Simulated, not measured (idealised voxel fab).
Process module under the name voxel tone inversion
Cross-sectional view cut (width: 205 nm; square cell size: 5 nm).
Throughout this document, each cross-section is represented as a grid of square cells and is presented as a sequence of bands enumerated from the top downward, where a band comprises one or more rows of cells.
A band entry consists of two parts. The first gives the height of the band's top and the height of its bottom, in nm. The rest lists the band's materials from left to right, each with its width in nm. A single material labelled with the word "everywhere" fills the band from edge to edge, and the word "air" marks empty space.
Heads up on the height convention: 0 is the point under which the incoming wafer is all one material, and the lowest band has no bottom, it just keeps going down, like "0..down".
Think of "30->40" as a width that walks from the first number to the second as you go down the band, top row to bottom row, taking equal-sized steps from row to row.
"no alteration" -> step changed no cross-section cell.
"Enclosed voids" contains a list of empty spaces, each no smaller than 8 cells and without an open way to the top, written in the form width x height at distance with the distance from the left edge and all three in nm.
Step line, after settings: the simulator's comment on this step.
overlay nm: for a step with a mask, the amount by which the mask lay right of where it was planned; a negative amount means left of it.
-- plan
1,RECEIVE [material Si]
2,CONFORMAL_DEP [material SiCN] [thk nm 5]
3,DIRECTIONAL_DEP [material polySi] [thk nm 20]
4,PATTERN [tone cover] [mask id POSTS] [material resist] [width nm 25] [pitch nm 50] [thk nm 30] [overlay nm 0]
5,DIRECTIONAL_ETCH [etch materials polySi] [depth nm 20]
6,STRIP [etch materials resist]
7,FILL_DEP [material SiO2] [thk nm 10]
8,CMP [height nm 25]
9,STRIP [etch materials polySi]
10,CONFORMAL_DEP [material TiN] [thk nm 5]
11,FILL_DEP [material Ru] [thk nm 10]
12,CMP [height nm 25]
13,CONFORMAL_DEP [material SiCN] [thk nm 5]
-- Cross-section of the wafer as it came to us, i.e., already through step 1
> 0..down | Si everywhere
> Enclosed voids: none
-- Run as planned - first of the two wafers cross-sectioned at the end of the module
> 30..25 | SiCN everywhere
> 25..10 | 15 nm SiO2  5 nm TiN  15 nm Ru  5 nm TiN  25 nm SiO2  5 nm TiN  15 nm Ru  5 nm TiN  25 nm SiO2  5 nm TiN  15 nm Ru  5 nm TiN  25 nm SiO2  5 nm TiN  15 nm Ru  5 nm TiN  15 nm SiO2
> 10..5 | 15 nm SiO2  25 nm TiN  25 nm SiO2  25 nm TiN  25 nm SiO2  25 nm TiN  25 nm SiO2  25 nm TiN  15 nm SiO2
> 5..0 | SiCN everywhere
> 0..down | Si everywhere
> Enclosed voids: none
-- This cross-section belongs to the second wafer of two at the end of the module; the start and the plan were shared with the first, and the run included one mistake
> 30..20 | SiCN everywhere
> 20..0 | polySi everywhere
> 0..down | Si everywhere
> Enclosed voids: none
What broke from the plan during processing? step 3 occupied the plan position of step 2, and the converse holds as well
Materials where the second wafer ends with more or fewer cells than the first: Ru -36; SiO2 -84; TiN -44; polySi +164
